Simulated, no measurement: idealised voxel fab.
Proc. module: voxel ribs on slabs
We display cut, a cross-section 235 nm in width whose square cells are each 5 nm.
Cross-section, as written here: a square-cell grid given band by band from the top down, where a band holds one or more rows of cells.
First you get the band's top height and its bottom height, in nm, and then the materials it's made of, left to right, with each width in nm. If you see a single material with "everywhere", that one covers the band edge to edge. "air" is empty space.
The reference from which all heights are counted is 0, the level beneath which the as-received wafer is entirely one material; the lowest band, having no lower bound, proceeds downward and is written after the example "0 and below".
When a width is written as two numbers, as in "30 to 40", the first number is the width in the top row of cells of the band and the second is the width in its bottom row, and the width changes by the same amount from each row to the next.
Basically "changes: none" means that step didn't change any cell in the cross-section.
Reported under the label "Sealed internal voids" are the empty spaces having no open way to the top and comprising 8 cells or more; the notation for each is width x height at distance, in which the distance is measured from the left edge and all three values are in nm.
Heads up: the bit after the settings on a step's line is the simulator's remark on that step.
overlay nm: right-of-plan distance of the mask on a masked step; negative values mean left-of-plan.
So here's the lineup of process steps we planned
- 1: RECEIVE | material Si
- 2: DIRECTIONAL_DEP | material SiO2 | thk nm 25
- 3: DIRECTIONAL_DEP | material polySi | thk nm 20
- 4: DIRECTIONAL_DEP | material aC | thk nm 10
- 5: PATTERN | tone cover | mask id RIB | material resist | width nm 30 | thk nm 25 | overlay nm 0
- 6: DIRECTIONAL_ETCH | etch materials aC | depth nm 10
- 7: STRIP | etch materials resist
- 8: DIRECTIONAL_ETCH | etch materials polySi | depth nm 10
- 9: STRIP | etch materials aC
- 10: MASKED_ETCH | tone cover | mask id SLAB | width nm 80 | etch materials polySi | depth nm 10 | overlay nm 0
- 11: FILL_DEP | material SiO2 | thk nm 25
- 12: CMP | height nm 60
- 13: DIRECTIONAL_DEP | material TiN | thk nm 5
- 14: PATTERN | tone cover | mask id HEATER | material resist | width nm 40 | thk nm 15 | overlay nm 0
- 15: DIRECTIONAL_ETCH | etch materials TiN | depth nm 5
- 16: STRIP | etch materials resist
- 17: CONFORMAL_DEP | material SiO2 | thk nm 5
Cross-section, incoming material, after step 1
> 0 and below  Si everywhere
> Sealed internal voids: none
As-planned run: cross-section of the first of two wafers at end of module
> 70 down to 65  air 90 nm / SiO2 50 nm / air 95 nm
> 65 down to 60  SiO2 95 nm / TiN 40 nm / SiO2 100 nm
> 60 down to 45  SiO2 everywhere
> 45 down to 35  SiO2 100 nm / polySi 30 nm / SiO2 105 nm
> 35 down to 25  SiO2 75 nm / polySi 80 nm / SiO2 80 nm
> 25 down to 0  SiO2 everywhere
> 0 and below  Si everywhere
> Sealed internal voids: none
second wafer at the end: like start, like plan, one mistake
> 65 down to 60  air 95 nm / TiN 40 nm / air 100 nm
> 60 down to 45  SiO2 everywhere
> 45 down to 35  SiO2 100 nm / polySi 30 nm / SiO2 105 nm
> 35 down to 25  SiO2 75 nm / polySi 80 nm / SiO2 80 nm
> 25 down to 0  SiO2 everywhere
> 0 and below  Si everywhere
> Sealed internal voids: none
Misprocessing identified: the plan's step 17 was left out and never carried out
End of process, cell counts, second wafer against first, materials with more or fewer: -49 SiO2
